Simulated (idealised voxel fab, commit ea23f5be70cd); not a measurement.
Process module, titled voxel transistor to metal
Cross-section cut spans 140 nm and uses square cells 5 nm in size.
Format of a cross-section: grid, square cells. Given as bands. Order: top down. Band: one or more rows of cells.
What a band's entry tells you: where the top is and where the bottom is, as heights in nm, and after that what lies inside, material by material from left to right, each with its width in nm. Empty space is written as the word "empty", and a single material marked with the word "edge to edge" occupies the band from edge to edge.
Heights are reckoned from 0. Under this level, the received wafer is all of one material. The bottommost band is open-ended downward, for example "0..down".
The expression "30 to 40" gives the width at the extremes of the band, the first number at its top row of cells and the second at its bottom row, with the width changing by equal amounts from each row to the next in between.
You'll sometimes find "identical to before" written for a step, and that's the way of saying that nowhere in the cross-section did a cell change during that step.
Reported under the label "Non-vented voids" are the empty spaces having no open way to the top and comprising 8 cells or more; the notation for each is width x height at distance, in which the distance is measured from the left edge and all three values are in nm.
The remark found on a step's line after its settings is issued by the simulator itself and pertains to that step.
overlay nm: mask offset rightward from planned place, masked step; negative means leftward offset.
[Below is the list of planned process steps]
- 1: RECEIVE [material Si]
- 2: OXIDIZE [depth nm 5]
- 3: CONFORMAL_DEP [material SiN] [thk nm 15]
- 4: MASKED_ETCH [tone cover] [mask id ACTIVE] [width nm 100] [etch materials SiN] [depth nm 15] [overlay nm 0]
- 5: MASKED_ETCH [tone cover] [mask id ACTIVE] [width nm 110] [etch materials SiO2] [depth nm 5] [overlay nm 0]
- 6: MASKED_ETCH [tone cover] [mask id ACTIVE] [width nm 110] [etch materials Si] [depth nm 35] [overlay nm 0]
- 7: FILL_DEP [material SiO2] [thk nm 5]
- 8: CMP [height nm 15]
- 9: SELECTIVE_ETCH [etch materials SiO2] [depth nm 10]
- 10: STRIP [etch materials SiN]
- 11: SELECTIVE_ETCH [etch materials SiO2] [depth nm 5]
- 12: OXIDIZE [depth nm 5]
- 13: DIRECTIONAL_DEP [material polySi] [thk nm 30]
- 14: DIRECTIONAL_DEP [material SiCN] [thk nm 15]
- 15: DIRECTIONAL_DEP [material aC] [thk nm 10]
- 16: PATTERN [tone cover] [mask id GATE] [material resist] [width nm 20] [thk nm 25] [overlay nm 0]
- 17: DIRECTIONAL_ETCH [etch materials aC] [depth nm 10]
- 18: STRIP [etch materials resist]
- 19: DIRECTIONAL_ETCH [etch materials SiCN] [depth nm 25]
- 20: DIRECTIONAL_ETCH [etch materials polySi] [depth nm 40]
- 21: STRIP [etch materials aC]
- 22: CONFORMAL_DEP [material SiO2] [thk nm 5]
- 23: DIRECTIONAL_ETCH [etch materials SiO2] [depth nm 5]
- 24: CONFORMAL_DEP [material SiN] [thk nm 5]
- 25: DIRECTIONAL_ETCH [etch materials SiN] [depth nm 5]
- 26: DIRECTIONAL_ETCH [etch materials SiO2] [depth nm 5]
- 27: DIRECTIONAL_ETCH [etch materials Si] [depth nm 10]
- 28: EPI [material SiGe] [thk nm 15]
- 29: FILL_DEP [material SiO2] [thk nm 5]
- 30: CMP [height nm 40]
- 31: DIRECTIONAL_DEP [material SiO2] [thk nm 15]
- 32: DIRECTIONAL_DEP [material aC] [thk nm 15]
- 33: PATTERN [tone open] [mask id CONTACT] [material resist] [width nm 20] [pitch nm 80] [thk nm 30] [overlay nm 0]
- 34: DIRECTIONAL_ETCH [etch materials aC] [depth nm 15]
- 35: STRIP [etch materials resist]
- 36: DIRECTIONAL_ETCH [etch materials SiO2] [depth nm 50]
- 37: STRIP [etch materials aC]
- 38: CONFORMAL_DEP [material TiN] [thk nm 5]
- 39: FILL_DEP [material Ru] [thk nm 10]
- 40: CMP [height nm 55]
- 41: CONFORMAL_DEP [material SiCN] [thk nm 5]
- 42: DIRECTIONAL_DEP [material SiO2] [thk nm 15]
- 43: DIRECTIONAL_DEP [material aC] [thk nm 15]
- 44: PATTERN [tone open] [mask id METAL_1] [material resist] [width nm 20] [pitch nm 80] [thk nm 35] [overlay nm 0]
- 45: DIRECTIONAL_ETCH [etch materials aC] [depth nm 15]
- 46: STRIP [etch materials resist]
- 47: DIRECTIONAL_ETCH [etch materials SiO2] [depth nm 15]
- 48: DIRECTIONAL_ETCH [etch materials SiCN] [depth nm 5]
- 49: STRIP [etch materials aC]
- 50: CONFORMAL_DEP [material TiN] [thk nm 5]
- 51: FILL_DEP [material W] [thk nm 10]
- 52: CMP [height nm 75]
- 53: CONFORMAL_DEP [material SiCN] [thk nm 5]
The wafers in this document start out alike and differ in the width nm applied at step 4; the plan shows the value used for the first wafer.
[As-received state after step 1, first of several wafers, cross-section]
	0..down  Si edge to edge
	Non-vented voids: none
[The table below has one row for each wafer; a row shows, as of the end of the module, how many cells of each material the wafer has gained, marked (+), or lost, marked (-), since it was received, and then the wafer's closed voids]
width nm 100 | +36 Ru | -112 Si | +60 SiCN | +52 SiGe | +20 SiN | +292 SiO2 | +64 TiN | +12 W | +24 polySi | Non-vented voids: none
width nm 105 | +36 Ru | -114 Si | +60 SiCN | +57 SiGe | +20 SiN | +289 SiO2 | +64 TiN | +12 W | +24 polySi | Non-vented voids: none
width nm 110 | +36 Ru | -116 Si | +60 SiCN | +62 SiGe | +20 SiN | +286 SiO2 | +64 TiN | +12 W | +24 polySi | Non-vented voids: none
